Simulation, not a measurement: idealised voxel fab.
process module | voxel self aligned contacts
cross-section cut | 260 nm wide | cells 5 nm
A cross-section is a grid of square cells, given in bands from the top down. A band is one or more rows of cells.
Each band's line starts with the height of the band's top and of its bottom, in nm. Then come its materials from left to right, each with its width in nm. One material with "throughout" fills the band from edge to edge. "air" is empty space.
Height 0 is the level under which the wafer as received is all one material. The lowest band goes on downwards, as in "0 down".
A width such as "30 to 40" changes by the same amount from each row of cells to the next, from the band's top row to its bottom row.
"no change" after a step means that no cell of the cross-section changed.
closed voids: empty space of 8 cells or more with no open way to the top, each as width x height at its distance from the left edge, in nm
after a step's settings: what the simulator itself notes on the step
overlay nm, on a step with a mask: how far to the right of its planned place the mask lay; to the left if negative
plan
1 op RECEIVE | material Si
2 op OXIDIZE | depth nm 5
3 op DIRECTIONAL_DEP | material polySi | thk nm 30
4 op DIRECTIONAL_DEP | material SiN | thk nm 15
5 op MASKED_ETCH | tone cover | mask id GATE | width nm 25 | pitch nm 60 | etch materials SiN | depth nm 15 | overlay nm 0
6 op MASKED_ETCH | tone cover | mask id GATE | width nm 25 | pitch nm 60 | etch materials polySi | depth nm 30 | overlay nm 0
7 op CONFORMAL_DEP | material SiN | thk nm 5
8 op DIRECTIONAL_ETCH | etch materials SiN | depth nm 5
9 op FILL_DEP | material SiO2 | thk nm 20
10 op CMP | height nm 55
11 op MASKED_ETCH | tone open | mask id CONTACT | width nm 45 | etch materials SiO2 | depth nm 60 | overlay nm 0
12 op CONFORMAL_DEP | material TiN | thk nm 5
13 op FILL_DEP | material W | thk nm 10
14 op CMP | height nm 55
15 op CONFORMAL_DEP | material SiN | thk nm 5
as received, after step 1
  0 down: Si throughout
  closed voids: none
a wafer at the end: this start, this plan, one mistake
  60 to 55: SiN throughout
  55 to 45: SiO2 105 | TiN 5 | W 35 | TiN 5 | SiO2 110
  45 to 40: SiO2 105 | TiN 10 | W 25 | TiN 10 | SiO2 110
  40 to 30: SiO2 85 | SiN 25 | TiN 5 | W 25 | TiN 5 | SiN 25 | SiO2 90
  30 to 0: SiO2 85 | polySi 25 | TiN 5 | W 25 | TiN 5 | polySi 25 | SiO2 90
  0 to -5: SiO2 110 | TiN 35 | SiO2 115
  -5 down: Si throughout
  closed voids: none
what went wrong: step 7 was left out
